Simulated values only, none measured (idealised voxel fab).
Name of the process module below: voxel wiring stack
Shown is cross-section cut, with a width of 205 nm and square cells of size 5 nm.
A cross-section in this document is a grid of square cells, and it is written down as bands, the top band listed before the ones below it; a band is made up of one or more rows of cells. For a band, the entry starts with two heights in nm, that of the top and then that of the bottom, and carries on with the band's materials in order from left to right, each alongside its width in nm; the word "everywhere" beside a single material means it fills the band edge to edge, and "empty" means empty space. Heights are reckoned from 0. Under this level, the received wafer is all of one material. The bottommost band is open-ended downward, for example "from 0 down". Width "30->40": first value at the band's top row of cells, second value at its bottom row, equal change from row to row. Reading "identical to before" for a step: not a cell of the cross-section changed in it. Listed in "Entrapped voids": every empty space of 8 or more cells without an open way to the top. Form: width x height at distance, the distance being from the left edge, all in nm. That trailing text on a step's line, after the settings, is the simulator's own remark on the step. Regarding "overlay nm": on a step with a mask, it is the distance the mask lay to the right of its planned place; a negative value places it to the left. Layout of what follows: cross-section pairs, each bracketing one process step, the after cross-section shown only to the lowest band that changed, the step between and its settings noted under each pair. Pairs may originate in different runs of this module on the same starting wafer; a pair continues from the pair above only where its entry headed "Before the process" says so.
Before the process:
> from 90 to 65 = 35 SiO2 | 30 empty | 20 SiO2 | 30 empty | 20 SiO2 | 30 empty | 40 SiO2
> from 65 to 60 = 35 SiN | 30 empty | 20 SiN | 30 empty | 20 SiN | 30 empty | 40 SiN
> from 60 to 55 = 35 SiCN | 15 TiN | 35 SiCN | 15 TiN | 35 SiCN | 15 TiN | 55 SiCN
> from 55 to 40 = SiO2 everywhere
> from 40 to 15 = 35 SiO2 | 30 Ru | 20 SiO2 | 30 Ru | 20 SiO2 | 30 Ru | 40 SiO2
> from 15 to 10 = 35 SiO2 | 30 TiN | 20 SiO2 | 30 TiN | 20 SiO2 | 30 TiN | 40 SiO2
> from 10 to 0 = SiO2 everywhere
> from 0 down = Si everywhere
> Entrapped voids: none
After the Step:
> from 95 to 90 = 40 TiN | 20 empty | 30 TiN | 20 empty | 30 TiN | 20 empty | 45 TiN
> from 90 to 65 = 35 SiO2 | 5 TiN | 20 empty | 5 TiN | 20 SiO2 | 5 TiN | 20 empty | 5 TiN | 20 SiO2 | 5 TiN | 20 empty | 5 TiN | 40 SiO2
> from 65 to 60 = 35 SiN | 30 TiN | 20 SiN | 30 TiN | 20 SiN | 30 TiN | 40 SiN
> Heights below 60 show no change.
> Entrapped voids: none
In between the cross-sections above, the run called for CONFORMAL_DEP: material TiN, thk nm 5
Before the process: Reference is made to the cross-section shown after the step in the pair directly above, which represents the state prior to this step.
After the Step:
> from 100 to 95 = Cu everywhere
> from 95 to 90 = 40 TiN | 20 Cu | 30 TiN | 20 Cu | 30 TiN | 20 Cu | 45 TiN
> from 90 to 65 = 35 SiO2 | 5 TiN | 20 Cu | 5 TiN | 20 SiO2 | 5 TiN | 20 Cu | 5 TiN | 20 SiO2 | 5 TiN | 20 Cu | 5 TiN | 40 SiO2
> Heights below 65 show no change.
> Entrapped voids: none
In between the cross-sections above, the run called for FILL_DEP: material Cu, thk nm 5
Before the process: Reference is made to the cross-section shown after the step in the pair directly above, which represents the state prior to this step.
After the Step:
> from 90 to 65 = 35 SiO2 | 5 TiN | 20 Cu | 5 TiN | 20 SiO2 | 5 TiN | 20 Cu | 5 TiN | 20 SiO2 | 5 TiN | 20 Cu | 5 TiN | 40 SiO2
> Heights below 65 show no change.
> Entrapped voids: none
In between the cross-sections above, the run called for CMP: height nm 90
Before the process: Reference is made to the cross-section shown after the step in the pair directly above, which represents the state prior to this step.
After the Step:
> from 95 to 90 = SiCN everywhere
> Heights below 90 show no change.
> Entrapped voids: none
In between the cross-sections above, the run called for CONFORMAL_DEP: material SiCN, thk nm 5
Before the process:
> from 50 to 40 = SiO2 everywhere
> from 40 to 15 = 35 SiO2 | 30 Ru | 20 SiO2 | 30 Ru | 20 SiO2 | 30 Ru | 40 SiO2
> from 15 to 10 = 35 SiO2 | 30 TiN | 20 SiO2 | 30 TiN | 20 SiO2 | 30 TiN | 40 SiO2
> from 10 to 0 = SiO2 everywhere
> from 0 down = Si everywhere
> Entrapped voids: none
After the Step:
> from 45 to 40 = SiO2 everywhere
> Heights below 40 show no change.
> Entrapped voids: none
In between the cross-sections above, the run called for CMP: height nm 45
Before the process: Reference is made to the cross-section shown after the step in the pair directly above, which represents the state prior to this step.
After the Step:
> from 50 to 45 = SiCN everywhere
> Heights below 45 show no change.
> Entrapped voids: none
In between the cross-sections above, the run called for CONFORMAL_DEP: material SiCN, thk nm 5
Before the process: Reference is made to the cross-section shown after the step in the pair directly above, which represents the state prior to this step.
After the Step:
> from 65 to 50 = SiO2 everywhere
> Heights below 50 show no change.
> Entrapped voids: none
In between the cross-sections above, the run called for DIRECTIONAL_DEP: material SiO2, thk nm 15
Before the process: Reference is made to the cross-section shown after the step in the pair directly above, which represents the state prior to this step.
After the Step:
> from 65 to 50 = 35 SiO2 | 15 empty | 35 SiO2 | 15 empty | 35 SiO2 | 15 empty | 55 SiO2
> Heights below 50 show no change.
> Entrapped voids: none
In between the cross-sections above, the run called for MASKED_ETCH: tone open, mask id PLUG_1, width nm 15, pitch nm 50, etch materials SiO2, depth nm 15, overlay nm 0
Before the process: Reference is made to the cross-section shown after the step in the pair directly above, which represents the state prior to this step.
After the Step:
> from 65 to 50 = 35 SiO2 | 15 empty | 35 SiO2 | 15 empty | 35 SiO2 | 15 empty | 55 SiO2
> from 50 to 45 = 35 SiCN | 15 empty | 35 SiCN | 15 empty | 35 SiCN | 15 empty | 55 SiCN
> Heights below 45 show no change.
> Entrapped voids: none
In between the cross-sections above, the run called for MASKED_ETCH: tone open, mask id PLUG_1, width nm 15, pitch nm 50, etch materials SiCN, depth nm 5, overlay nm 0
Before the process: Reference is made to the cross-section shown after the step in the pair directly above, which represents the state prior to this step.
After the Step:
> from 70 to 65 = 40 TiN | 5 empty | 45 TiN | 5 empty | 45 TiN | 5 empty | 60 TiN
> from 65 to 50 = 35 SiO2 | 5 TiN | 5 empty | 5 TiN | 35 SiO2 | 5 TiN | 5 empty | 5 TiN | 35 SiO2 | 5 TiN | 5 empty | 5 TiN | 55 SiO2
> from 50 to 45 = 35 SiCN | 15 TiN | 35 SiCN | 15 TiN | 35 SiCN | 15 TiN | 55 SiCN
> Heights below 45 show no change.
> Entrapped voids: none
In between the cross-sections above, the run called for CONFORMAL_DEP: material TiN, thk nm 5
Before the process: Reference is made to the cross-section shown after the step in the pair directly above, which represents the state prior to this step.
After the Step:
> from 75 to 70 = Cu everywhere
> from 70 to 65 = 40 TiN | 5 Cu | 45 TiN | 5 Cu | 45 TiN | 5 Cu | 60 TiN
> from 65 to 50 = 35 SiO2 | 5 TiN | 5 Cu | 5 TiN | 35 SiO2 | 5 TiN | 5 Cu | 5 TiN | 35 SiO2 | 5 TiN | 5 Cu | 5 TiN | 55 SiO2
> Heights below 50 show no change.
> Entrapped voids: none
In between the cross-sections above, the run called for FILL_DEP: material Cu, thk nm 5
Before the process: Reference is made to the cross-section shown after the step in the pair directly above, which represents the state prior to this step.
After the Step:
> from 60 to 50 = 35 SiO2 | 5 TiN | 5 Cu | 5 TiN | 35 SiO2 | 5 TiN | 5 Cu | 5 TiN | 35 SiO2 | 5 TiN | 5 Cu | 5 TiN | 55 SiO2
> Heights below 50 show no change.
> Entrapped voids: none
In between the cross-sections above, the run called for CMP: height nm 60
Before the process: Reference is made to the cross-section shown after the step in the pair directly above, which represents the state prior to this step.
After the Step:
> from 65 to 60 = SiN everywhere
> Heights below 60 show no change.
> Entrapped voids: none
In between the cross-sections above, the run called for CONFORMAL_DEP: material SiN, thk nm 5
Before the process: Reference is made to the cross-section shown after the step in the pair directly above, which represents the state prior to this step.
After the Step:
> from 90 to 65 = SiO2 everywhere
> Heights below 65 show no change.
> Entrapped voids: none
In between the cross-sections above, the run called for DIRECTIONAL_DEP: material SiO2, thk nm 25
Before the process: Reference is made to the cross-section shown after the step in the pair directly above, which represents the state prior to this step.
After the Step:
> from 100 to 90 = aC everywhere
> Heights below 90 show no change.
> Entrapped voids: none
In between the cross-sections above, the run called for DIRECTIONAL_DEP: material aC, thk nm 10
Before the process: Reference is made to the cross-section shown after the step in the pair directly above, which represents the state prior to this step.
After the Step:
> from 125 to 100 = 35 resist | 30 empty | 20 resist | 30 empty | 20 resist | 30 empty | 40 resist
> Heights below 100 show no change.
> Entrapped voids: none
In between the cross-sections above, the run called for PATTERN: tone open, mask id METAL_2, material resist, width nm 30, pitch nm 50, thk nm 25, overlay nm 0
Before the process: Reference is made to the cross-section shown after the step in the pair directly above, which represents the state prior to this step.
After the Step:
> from 115 to 100 = 35 resist | 30 empty | 20 resist | 30 empty | 20 resist | 30 empty | 40 resist
> from 100 to 90 = 35 aC | 30 empty | 20 aC | 30 empty | 20 aC | 30 empty | 40 aC
> Heights below 90 show no change.
> Entrapped voids: none
In between the cross-sections above, the run called for DIRECTIONAL_ETCH: etch materials aC, depth nm 10
Before the process: Reference is made to the cross-section shown after the step in the pair directly above, which represents the state prior to this step.
After the Step:
> from 100 to 90 = 35 aC | 30 empty | 20 aC | 30 empty | 20 aC | 30 empty | 40 aC
> Heights below 90 show no change.
> Entrapped voids: none
In between the cross-sections above, the run called for STRIP: etch materials resist
Before the process: Reference is made to the cross-section shown after the step in the pair directly above, which represents the state prior to this step.
After the Step:
> from 100 to 90 = 35 aC | 30 empty | 20 aC | 30 empty | 20 aC | 30 empty | 40 aC
> from 90 to 65 = 35 SiO2 | 30 empty | 20 SiO2 | 30 empty | 20 SiO2 | 30 empty | 40 SiO2
> Heights below 65 show no change.
> Entrapped voids: none
In between the cross-sections above, the run called for DIRECTIONAL_ETCH: etch materials SiO2, depth nm 25
Before the process: Reference is made to the cross-section shown after the step in the pair directly above, which represents the state prior to this step.
After the Step:
> from 100 to 90 = 35 aC | 30 empty | 20 aC | 30 empty | 20 aC | 30 empty | 40 aC
> from 90 to 65 = 35 SiO2 | 30 empty | 20 SiO2 | 30 empty | 20 SiO2 | 30 empty | 40 SiO2
> from 65 to 60 = 35 SiN | 30 empty | 20 SiN | 30 empty | 20 SiN | 30 empty | 40 SiN
> Heights below 60 show no change.
> Entrapped voids: none
In between the cross-sections above, the run called for DIRECTIONAL_ETCH: etch materials SiN, depth nm 5
Before the process: Reference is made to the cross-section shown after the step in the pair directly above, which represents the state prior to this step.
After the Step:
> from 90 to 65 = 35 SiO2 | 30 empty | 20 SiO2 | 30 empty | 20 SiO2 | 30 empty | 40 SiO2
> Heights below 65 show no change.
> Entrapped voids: none
In between the cross-sections above, the run called for STRIP: etch materials aC
Before the process: Reference is made to the cross-section shown after the step in the pair directly above, which represents the state prior to this step.
After the Step:
> from 95 to 90 = 40 TiN | 20 empty | 30 TiN | 20 empty | 30 TiN | 20 empty | 45 TiN
> from 90 to 65 = 35 SiO2 | 5 TiN | 20 empty | 5 TiN | 20 SiO2 | 5 TiN | 20 empty | 5 TiN | 20 SiO2 | 5 TiN | 20 empty | 5 TiN | 40 SiO2
> from 65 to 60 = 35 SiN | 30 TiN | 20 SiN | 30 TiN | 20 SiN | 30 TiN | 40 SiN
> Heights below 60 show no change.
> Entrapped voids: none
In between the cross-sections above, the run called for CONFORMAL_DEP: material TiN, thk nm 5
Before the process: Reference is made to the cross-section shown after the step in the pair directly above, which represents the state prior to this step.
After the Step:
> from 100 to 95 = Cu everywhere
> from 95 to 90 = 40 TiN | 20 Cu | 30 TiN | 20 Cu | 30 TiN | 20 Cu | 45 TiN
> from 90 to 65 = 35 SiO2 | 5 TiN | 20 Cu | 5 TiN | 20 SiO2 | 5 TiN | 20 Cu | 5 TiN | 20 SiO2 | 5 TiN | 20 Cu | 5 TiN | 40 SiO2
> Heights below 65 show no change.
> Entrapped voids: none
In between the cross-sections above, the run called for FILL_DEP: material Cu, thk nm 5
Before the process: Reference is made to the cross-section shown after the step in the pair directly above, which represents the state prior to this step.
After the Step:
> from 90 to 65 = 35 SiO2 | 5 TiN | 20 Cu | 5 TiN | 20 SiO2 | 5 TiN | 20 Cu | 5 TiN | 20 SiO2 | 5 TiN | 20 Cu | 5 TiN | 40 SiO2
> Heights below 65 show no change.
> Entrapped voids: none
In between the cross-sections above, the run called for CMP: height nm 90
Before the process: Reference is made to the cross-section shown after the step in the pair directly above, which represents the state prior to this step.
After the Step:
> from 95 to 90 = SiCN everywhere
> Heights below 90 show no change.
> Entrapped voids: none
In between the cross-sections above, the run called for CONFORMAL_DEP: material SiCN, thk nm 5
Before the process:
> from 100 to 90 = aC everywhere
> from 90 to 65 = SiO2 everywhere
> from 65 to 60 = SiN everywhere
> from 60 to 45 = 35 SiO2 | 5 TiN | 5 Cu | 5 TiN | 35 SiO2 | 5 TiN | 5 Cu | 5 TiN | 35 SiO2 | 5 TiN | 5 Cu | 5 TiN | 55 SiO2
> from 45 to 40 = 35 SiCN | 15 TiN | 35 SiCN | 15 TiN | 35 SiCN | 15 TiN | 55 SiCN
> from 40 to 15 = 35 SiO2 | 30 Ru | 20 SiO2 | 30 Ru | 20 SiO2 | 30 Ru | 40 SiO2
> from 15 to 10 = 35 SiO2 | 30 TiN | 20 SiO2 | 30 TiN | 20 SiO2 | 30 TiN | 40 SiO2
> from 10 to 0 = SiO2 everywhere
> from 0 down = Si everywhere
> Entrapped voids: none
After the Step:
> from 125 to 100 = 35 resist | 35 empty | 15 resist | 35 empty | 15 resist | 35 empty | 35 resist
> Heights below 100 show no change.
> Entrapped voids: none
In between the cross-sections above, the run called for PATTERN: tone open, mask id METAL_2, material resist, width nm 35, pitch nm 50, thk nm 25, overlay nm 0
Before the process: Reference is made to the cross-section shown after the step in the pair directly above, which represents the state prior to this step.
After the Step:
> from 115 to 100 = 35 resist | 35 empty | 15 resist | 35 empty | 15 resist | 35 empty | 35 resist
> from 100 to 90 = 35 aC | 35 empty | 15 aC | 35 empty | 15 aC | 35 empty | 35 aC
> Heights below 90 show no change.
> Entrapped voids: none
In between the cross-sections above, the run called for DIRECTIONAL_ETCH: etch materials aC, depth nm 10
Before the process: Reference is made to the cross-section shown after the step in the pair directly above, which represents the state prior to this step.
After the Step:
> from 100 to 90 = 35 aC | 35 empty | 15 aC | 35 empty | 15 aC | 35 empty | 35 aC
> Heights below 90 show no change.
> Entrapped voids: none
In between the cross-sections above, the run called for STRIP: etch materials resist
Before the process: Reference is made to the cross-section shown after the step in the pair directly above, which represents the state prior to this step.
After the Step:
> from 100 to 90 = 35 aC | 35 empty | 15 aC | 35 empty | 15 aC | 35 empty | 35 aC
> from 90 to 65 = 35 SiO2 | 35 empty | 15 SiO2 | 35 empty | 15 SiO2 | 35 empty | 35 SiO2
> Heights below 65 show no change.
> Entrapped voids: none
In between the cross-sections above, the run called for DIRECTIONAL_ETCH: etch materials SiO2, depth nm 25
Before the process: Reference is made to the cross-section shown after the step in the pair directly above, which represents the state prior to this step.
After the Step:
> from 100 to 90 = 35 aC | 35 empty | 15 aC | 35 empty | 15 aC | 35 empty | 35 aC
> from 90 to 65 = 35 SiO2 | 35 empty | 15 SiO2 | 35 empty | 15 SiO2 | 35 empty | 35 SiO2
> from 65 to 60 = 35 SiN | 35 empty | 15 SiN | 35 empty | 15 SiN | 35 empty | 35 SiN
> Heights below 60 show no change.
> Entrapped voids: none
In between the cross-sections above, the run called for DIRECTIONAL_ETCH: etch materials SiN, depth nm 5
Before the process: Reference is made to the cross-section shown after the step in the pair directly above, which represents the state prior to this step.
After the Step:
> from 90 to 65 = 35 SiO2 | 35 empty | 15 SiO2 | 35 empty | 15 SiO2 | 35 empty | 35 SiO2
> Heights below 65 show no change.
> Entrapped voids: none
In between the cross-sections above, the run called for STRIP: etch materials aC
Before the process: Reference is made to the cross-section shown after the step in the pair directly above, which represents the state prior to this step.
After the Step:
> from 95 to 90 = 40 TiN | 25 empty | 25 TiN | 25 empty | 25 TiN | 25 empty | 40 TiN
> from 90 to 65 = 35 SiO2 | 5 TiN | 25 empty | 5 TiN | 15 SiO2 | 5 TiN | 25 empty | 5 TiN | 15 SiO2 | 5 TiN | 25 empty | 5 TiN | 35 SiO2
> from 65 to 60 = 35 SiN | 35 TiN | 15 SiN | 35 TiN | 15 SiN | 35 TiN | 35 SiN
> Heights below 60 show no change.
> Entrapped voids: none
In between the cross-sections above, the run called for CONFORMAL_DEP: material TiN, thk nm 5
Before the process: Reference is made to the cross-section shown after the step in the pair directly above, which represents the state prior to this step.
After the Step:
> from 100 to 95 = Cu everywhere
> from 95 to 90 = 40 TiN | 25 Cu | 25 TiN | 25 Cu | 25 TiN | 25 Cu | 40 TiN
> from 90 to 65 = 35 SiO2 | 5 TiN | 25 Cu | 5 TiN | 15 SiO2 | 5 TiN | 25 Cu | 5 TiN | 15 SiO2 | 5 TiN | 25 Cu | 5 TiN | 35 SiO2
> Heights below 65 show no change.
> Entrapped voids: none
In between the cross-sections above, the run called for FILL_DEP: material Cu, thk nm 5
Before the process: Reference is made to the cross-section shown after the step in the pair directly above, which represents the state prior to this step.
After the Step:
> from 90 to 65 = 35 SiO2 | 5 TiN | 25 Cu | 5 TiN | 15 SiO2 | 5 TiN | 25 Cu | 5 TiN | 15 SiO2 | 5 TiN | 25 Cu | 5 TiN | 35 SiO2
> Heights below 65 show no change.
> Entrapped voids: none
In between the cross-sections above, the run called for CMP: height nm 90
Before the process: Reference is made to the cross-section shown after the step in the pair directly above, which represents the state prior to this step.
After the Step:
> from 95 to 90 = SiCN everywhere
> Heights below 90 show no change.
> Entrapped voids: none
In between the cross-sections above, the run called for CONFORMAL_DEP: material SiCN, thk nm 5
Before the process:
> from 100 to 90 = aC everywhere
> from 90 to 65 = SiO2 everywhere
> from 65 to 60 = SiN everywhere
> from 60 to 45 = 35 SiO2 | 5 TiN | 5 Cu | 5 TiN | 35 SiO2 | 5 TiN | 5 Cu | 5 TiN | 35 SiO2 | 5 TiN | 5 Cu | 5 TiN | 55 SiO2
> from 45 to 40 = 35 SiCN | 15 TiN | 35 SiCN | 15 TiN | 35 SiCN | 15 TiN | 55 SiCN
> from 40 to 15 = 35 SiO2 | 30 Ru | 20 SiO2 | 30 Ru | 20 SiO2 | 30 Ru | 40 SiO2
> from 15 to 10 = 35 SiO2 | 30 TiN | 20 SiO2 | 30 TiN | 20 SiO2 | 30 TiN | 40 SiO2
> from 10 to 0 = SiO2 everywhere
> from 0 down = Si everywhere
> Entrapped voids: none
After the Step:
> from 125 to 100 = 25 resist | 30 empty | 20 resist | 30 empty | 20 resist | 30 empty | 50 resist
> Heights below 100 show no change.
> Entrapped voids: none
In between the cross-sections above, the run called for PATTERN: tone open, mask id METAL_2, material resist, width nm 30, pitch nm 50, thk nm 25, overlay nm -10
Before the process: Reference is made to the cross-section shown after the step in the pair directly above, which represents the state prior to this step.
After the Step:
> from 115 to 100 = 25 resist | 30 empty | 20 resist | 30 empty | 20 resist | 30 empty | 50 resist
> from 100 to 90 = 25 aC | 30 empty | 20 aC | 30 empty | 20 aC | 30 empty | 50 aC
> Heights below 90 show no change.
> Entrapped voids: none
In between the cross-sections above, the run called for DIRECTIONAL_ETCH: etch materials aC, depth nm 10
Before the process: Reference is made to the cross-section shown after the step in the pair directly above, which represents the state prior to this step.
After the Step:
> from 100 to 90 = 25 aC | 30 empty | 20 aC | 30 empty | 20 aC | 30 empty | 50 aC
> Heights below 90 show no change.
> Entrapped voids: none
In between the cross-sections above, the run called for STRIP: etch materials resist
Before the process: Reference is made to the cross-section shown after the step in the pair directly above, which represents the state prior to this step.
After the Step:
> from 100 to 90 = 25 aC | 30 empty | 20 aC | 30 empty | 20 aC | 30 empty | 50 aC
> from 90 to 65 = 25 SiO2 | 30 empty | 20 SiO2 | 30 empty | 20 SiO2 | 30 empty | 50 SiO2
> Heights below 65 show no change.
> Entrapped voids: none
In between the cross-sections above, the run called for DIRECTIONAL_ETCH: etch materials SiO2, depth nm 25
Before the process: Reference is made to the cross-section shown after the step in the pair directly above, which represents the state prior to this step.
After the Step:
> from 100 to 90 = 25 aC | 30 empty | 20 aC | 30 empty | 20 aC | 30 empty | 50 aC
> from 90 to 65 = 25 SiO2 | 30 empty | 20 SiO2 | 30 empty | 20 SiO2 | 30 empty | 50 SiO2
> from 65 to 60 = 25 SiN | 30 empty | 20 SiN | 30 empty | 20 SiN | 30 empty | 50 SiN
> Heights below 60 show no change.
> Entrapped voids: none
In between the cross-sections above, the run called for DIRECTIONAL_ETCH: etch materials SiN, depth nm 5
Before the process: Reference is made to the cross-section shown after the step in the pair directly above, which represents the state prior to this step.
After the Step:
> from 90 to 65 = 25 SiO2 | 30 empty | 20 SiO2 | 30 empty | 20 SiO2 | 30 empty | 50 SiO2
> Heights below 65 show no change.
> Entrapped voids: none
In between the cross-sections above, the run called for STRIP: etch materials aC
Before the process: Reference is made to the cross-section shown after the step in the pair directly above, which represents the state prior to this step.
After the Step:
> from 95 to 90 = 30 TiN | 20 empty | 30 TiN | 20 empty | 30 TiN | 20 empty | 55 TiN
> from 90 to 65 = 25 SiO2 | 5 TiN | 20 empty | 5 TiN | 20 SiO2 | 5 TiN | 20 empty | 5 TiN | 20 SiO2 | 5 TiN | 20 empty | 5 TiN | 50 SiO2
> from 65 to 60 = 25 SiN | 30 TiN | 20 SiN | 30 TiN | 20 SiN | 30 TiN | 50 SiN
> Heights below 60 show no change.
> Entrapped voids: none
In between the cross-sections above, the run called for CONFORMAL_DEP: material TiN, thk nm 5
Before the process: Reference is made to the cross-section shown after the step in the pair directly above, which represents the state prior to this step.
After the Step:
> from 100 to 95 = Cu everywhere
> from 95 to 90 = 30 TiN | 20 Cu | 30 TiN | 20 Cu | 30 TiN | 20 Cu | 55 TiN
> from 90 to 65 = 25 SiO2 | 5 TiN | 20 Cu | 5 TiN | 20 SiO2 | 5 TiN | 20 Cu | 5 TiN | 20 SiO2 | 5 TiN | 20 Cu | 5 TiN | 50 SiO2
> Heights below 65 show no change.
> Entrapped voids: none
In between the cross-sections above, the run called for FILL_DEP: material Cu, thk nm 5
Before the process: Reference is made to the cross-section shown after the step in the pair directly above, which represents the state prior to this step.
After the Step:
> from 90 to 65 = 25 SiO2 | 5 TiN | 20 Cu | 5 TiN | 20 SiO2 | 5 TiN | 20 Cu | 5 TiN | 20 SiO2 | 5 TiN | 20 Cu | 5 TiN | 50 SiO2
> Heights below 65 show no change.
> Entrapped voids: none
In between the cross-sections above, the run called for CMP: height nm 90
Before the process: Reference is made to the cross-section shown after the step in the pair directly above, which represents the state prior to this step.
After the Step:
> from 95 to 90 = SiCN everywhere
> Heights below 90 show no change.
> Entrapped voids: none
In between the cross-sections above, the run called for CONFORMAL_DEP: material SiCN, thk nm 5
Before the process:
> from 95 to 90 = 40 TiN | 20 empty | 30 TiN | 20 empty | 30 TiN | 20 empty | 45 TiN
> from 90 to 65 = 35 SiO2 | 5 TiN | 20 empty | 5 TiN | 20 SiO2 | 5 TiN | 20 empty | 5 TiN | 20 SiO2 | 5 TiN | 20 empty | 5 TiN | 40 SiO2
> from 65 to 60 = 35 SiN | 30 TiN | 20 SiN | 30 TiN | 20 SiN | 30 TiN | 40 SiN
> from 60 to 45 = 35 SiO2 | 5 TiN | 5 Cu | 5 TiN | 35 SiO2 | 5 TiN | 5 Cu | 5 TiN | 35 SiO2 | 5 TiN | 5 Cu | 5 TiN | 55 SiO2
> from 45 to 40 = 35 SiCN | 15 TiN | 35 SiCN | 15 TiN | 35 SiCN | 15 TiN | 55 SiCN
> from 40 to 15 = 35 SiO2 | 30 Ru | 20 SiO2 | 30 Ru | 20 SiO2 | 30 Ru | 40 SiO2
> from 15 to 10 = 35 SiO2 | 30 TiN | 20 SiO2 | 30 TiN | 20 SiO2 | 30 TiN | 40 SiO2
> from 10 to 0 = SiO2 everywhere
> from 0 down = Si everywhere
> Entrapped voids: none
After the Step:
> from 100 to 95 = aC everywhere
> from 95 to 90 = 40 TiN | 20 aC | 30 TiN | 20 aC | 30 TiN | 20 aC | 45 TiN
> from 90 to 65 = 35 SiO2 | 5 TiN | 20 aC | 5 TiN | 20 SiO2 | 5 TiN | 20 aC | 5 TiN | 20 SiO2 | 5 TiN | 20 aC | 5 TiN | 40 SiO2
> Heights below 65 show no change.
> Entrapped voids: none
In between the cross-sections above, the run called for FILL_DEP: material aC, thk nm 5
Before the process: Reference is made to the cross-section shown after the step in the pair directly above, which represents the state prior to this step.
After the Step:
> from 90 to 65 = 35 SiO2 | 5 TiN | 20 aC | 5 TiN | 20 SiO2 | 5 TiN | 20 aC | 5 TiN | 20 SiO2 | 5 TiN | 20 aC | 5 TiN | 40 SiO2
> Heights below 65 show no change.
> Entrapped voids: none
In between the cross-sections above, the run called for CMP: height nm 90
Before the process: Reference is made to the cross-section shown after the step in the pair directly above, which represents the state prior to this step.
After the Step:
> from 95 to 90 = SiCN everywhere
> Heights below 90 show no change.
> Entrapped voids: none
In between the cross-sections above, the run called for CONFORMAL_DEP: material SiCN, thk nm 5
Before the process:
> from 100 to 90 = aC everywhere
> from 90 to 65 = SiO2 everywhere
> from 65 to 60 = SiN everywhere
> from 60 to 45 = 35 SiO2 | 5 TiN | 5 Cu | 5 TiN | 35 SiO2 | 5 TiN | 5 Cu | 5 TiN | 35 SiO2 | 5 TiN | 5 Cu | 5 TiN | 55 SiO2
> from 45 to 40 = 35 SiCN | 15 TiN | 35 SiCN | 15 TiN | 35 SiCN | 15 TiN | 55 SiCN
> from 40 to 15 = 35 SiO2 | 30 Ru | 20 SiO2 | 30 Ru | 20 SiO2 | 30 Ru | 40 SiO2
> from 15 to 10 = 35 SiO2 | 30 TiN | 20 SiO2 | 30 TiN | 20 SiO2 | 30 TiN | 40 SiO2
> from 10 to 0 = SiO2 everywhere
> from 0 down = Si everywhere
> Entrapped voids: none
After the Step:
> from 125 to 100 = 35 empty | 30 resist | 20 empty | 30 resist | 20 empty | 30 resist | 40 empty
> Heights below 100 show no change.
> Entrapped voids: none
In between the cross-sections above, the run called for PATTERN: tone cover, mask id METAL_2, material resist, width nm 30, pitch nm 50, thk nm 25, overlay nm 0
Before the process: Reference is made to the cross-section shown after the step in the pair directly above, which represents the state prior to this step.
After the Step:
> from 115 to 100 = 35 empty | 30 resist | 20 empty | 30 resist | 20 empty | 30 resist | 40 empty
> from 100 to 90 = 35 empty | 30 aC | 20 empty | 30 aC | 20 empty | 30 aC | 40 empty
> Heights below 90 show no change.
> Entrapped voids: none
In between the cross-sections above, the run called for DIRECTIONAL_ETCH: etch materials aC, depth nm 10
Before the process: Reference is made to the cross-section shown after the step in the pair directly above, which represents the state prior to this step.
After the Step:
> from 100 to 90 = 35 empty | 30 aC | 20 empty | 30 aC | 20 empty | 30 aC | 40 empty
> Heights below 90 show no change.
> Entrapped voids: none
In between the cross-sections above, the run called for STRIP: etch materials resist
Before the process: Reference is made to the cross-section shown after the step in the pair directly above, which represents the state prior to this step.
After the Step:
> from 100 to 90 = 35 empty | 30 aC | 20 empty | 30 aC | 20 empty | 30 aC | 40 empty
> from 90 to 65 = 35 empty | 30 SiO2 | 20 empty | 30 SiO2 | 20 empty | 30 SiO2 | 40 empty
> Heights below 65 show no change.
> Entrapped voids: none
In between the cross-sections above, the run called for DIRECTIONAL_ETCH: etch materials SiO2, depth nm 25
Before the process: Reference is made to the cross-section shown after the step in the pair directly above, which represents the state prior to this step.
After the Step:
> from 100 to 90 = 35 empty | 30 aC | 20 empty | 30 aC | 20 empty | 30 aC | 40 empty
> from 90 to 65 = 35 empty | 30 SiO2 | 20 empty | 30 SiO2 | 20 empty | 30 SiO2 | 40 empty
> from 65 to 60 = 35 empty | 30 SiN | 20 empty | 30 SiN | 20 empty | 30 SiN | 40 empty
> Heights below 60 show no change.
> Entrapped voids: none
In between the cross-sections above, the run called for DIRECTIONAL_ETCH: etch materials SiN, depth nm 5
Before the process: Reference is made to the cross-section shown after the step in the pair directly above, which represents the state prior to this step.
After the Step:
> from 90 to 65 = 35 empty | 30 SiO2 | 20 empty | 30 SiO2 | 20 empty | 30 SiO2 | 40 empty
> Heights below 65 show no change.
> Entrapped voids: none
In between the cross-sections above, the run called for STRIP: etch materials aC
Before the process: Reference is made to the cross-section shown after the step in the pair directly above, which represents the state prior to this step.
After the Step:
> from 95 to 90 = 30 empty | 40 TiN | 10 empty | 40 TiN | 10 empty | 40 TiN | 35 empty
> from 90 to 65 = 30 empty | 5 TiN | 30 SiO2 | 5 TiN | 10 empty | 5 TiN | 30 SiO2 | 5 TiN | 10 empty | 5 TiN | 30 SiO2 | 5 TiN | 35 empty
> from 65 to 60 = 35 TiN | 30 SiN | 20 TiN | 30 SiN | 20 TiN | 30 SiN | 40 TiN
> Heights below 60 show no change.
> Entrapped voids: none
In between the cross-sections above, the run called for CONFORMAL_DEP: material TiN, thk nm 5
Before the process: Reference is made to the cross-section shown after the step in the pair directly above, which represents the state prior to this step.
After the Step:
> from 100 to 95 = Cu everywhere
> from 95 to 90 = 30 Cu | 40 TiN | 10 Cu | 40 TiN | 10 Cu | 40 TiN | 35 Cu
> from 90 to 65 = 30 Cu | 5 TiN | 30 SiO2 | 5 TiN | 10 Cu | 5 TiN | 30 SiO2 | 5 TiN | 10 Cu | 5 TiN | 30 SiO2 | 5 TiN | 35 Cu
> Heights below 65 show no change.
> Entrapped voids: none
In between the cross-sections above, the run called for FILL_DEP: material Cu, thk nm 5
Before the process: Reference is made to the cross-section shown after the step in the pair directly above, which represents the state prior to this step.
After the Step:
> from 90 to 65 = 30 Cu | 5 TiN | 30 SiO2 | 5 TiN | 10 Cu | 5 TiN | 30 SiO2 | 5 TiN | 10 Cu | 5 TiN | 30 SiO2 | 5 TiN | 35 Cu
> Heights below 65 show no change.
> Entrapped voids: none
In between the cross-sections above, the run called for CMP: height nm 90
Before the process: Reference is made to the cross-section shown after the step in the pair directly above, which represents the state prior to this step.
After the Step:
> from 95 to 90 = SiCN everywhere
> Heights below 90 show no change.
> Entrapped voids: none
In between the cross-sections above, the run called for CONFORMAL_DEP: material SiCN, thk nm 5
